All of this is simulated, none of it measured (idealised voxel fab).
Presented below is a process module, voxel ribs on slabs.
Shown is cross-section cut, with a width of 170 nm and square cells of size 5 nm.
If you're reading a cross-section in this doc, picture square cells in a grid; it comes to you as bands, top ones listed first down to the bottom, and a band can be one or more rows of cells.
Quick guide to a band line: top height, bottom height (nm) up front; then every material left to right with its width in nm. Only one material and it's marked "all across"? Then it fills the band edge to edge. And "empty" just means empty space.
A quick word on heights: they are counted from 0, and under that level the wafer as it came to us is one material throughout. The lowest band is different from the rest in having no bottom; it simply continues downward, written as in "0 and below".
Width: "30 to 40" (first number = top row, second number = bottom row, same change from row to row of cells).
Given "changes: none" for a step, no cell of the cross-section differs between before and after that step.
Voids not open to the top, 8 cells minimum: see "Closed cavities". Written width x height at distance; distance is from the left edge; nm.
Anything after a step's settings on that line? It's the simulator's own note about the step.
A step line may carry the setting "overlay nm", which, for steps involving a mask, states the distance by which the mask lay to the right of its intended position; negative values denote displacement to the left.

**Process steps foreseen in the plan**
1 RECEIVE: material Si
2 DIRECTIONAL_DEP: material SiO2, thk nm 20
3 DIRECTIONAL_DEP: material polySi, thk nm 15
4 MASKED_ETCH: tone cover, mask id RIB, width nm 30, etch materials polySi, depth nm 10, overlay nm 0
5 DIRECTIONAL_DEP: material aC, thk nm 15
6 PATTERN: tone cover, mask id SLAB, material resist, width nm 70, thk nm 35, overlay nm 0
7 DIRECTIONAL_ETCH: etch materials aC, depth nm 15
8 STRIP: etch materials resist
9 DIRECTIONAL_ETCH: etch materials polySi, depth nm 5
10 STRIP: etch materials aC
11 FILL_DEP: material SiO2, thk nm 15
12 CMP: height nm 45
13 DIRECTIONAL_DEP: material W, thk nm 10
14 DIRECTIONAL_DEP: material aC, thk nm 10
15 PATTERN: tone cover, mask id HEATER, material resist, width nm 40, thk nm 25, overlay nm 0
16 DIRECTIONAL_ETCH: etch materials aC, depth nm 10
17 STRIP: etch materials resist
18 DIRECTIONAL_ETCH: etch materials W, depth nm 10
19 STRIP: etch materials aC
20 CONFORMAL_DEP: material SiN, thk nm 10

**Wafer as received: cross-section following step 1**
- 0 and below: Si all across
- Closed cavities: none

**Cross-sectional result after module completion. Note: starting condition and plan are unchanged from above; one processing mistake was made**
- 65 down to 55: empty=55, then SiN=60, then empty=55
- 55 down to 45: SiN=65, then W=40, then SiN=65
- 45 down to 35: SiO2 all across
- 35 down to 30: SiO2=50, then polySi=20, then SiO2=30, then polySi=20, then SiO2=50
- 30 down to 25: polySi=70, then SiO2=30, then polySi=70
- 25 down to 20: polySi all across
- 20 down to 0: SiO2 all across
- 0 and below: Si all across
- Closed cavities: none
Nonconformance to the process plan: it should be noted that step 4 was executed with settings other than those planned, the operation and settings actually applied being MASKED_ETCH: tone open, mask id RIB, width nm 30, etch materials polySi, depth nm 10, overlay nm 0
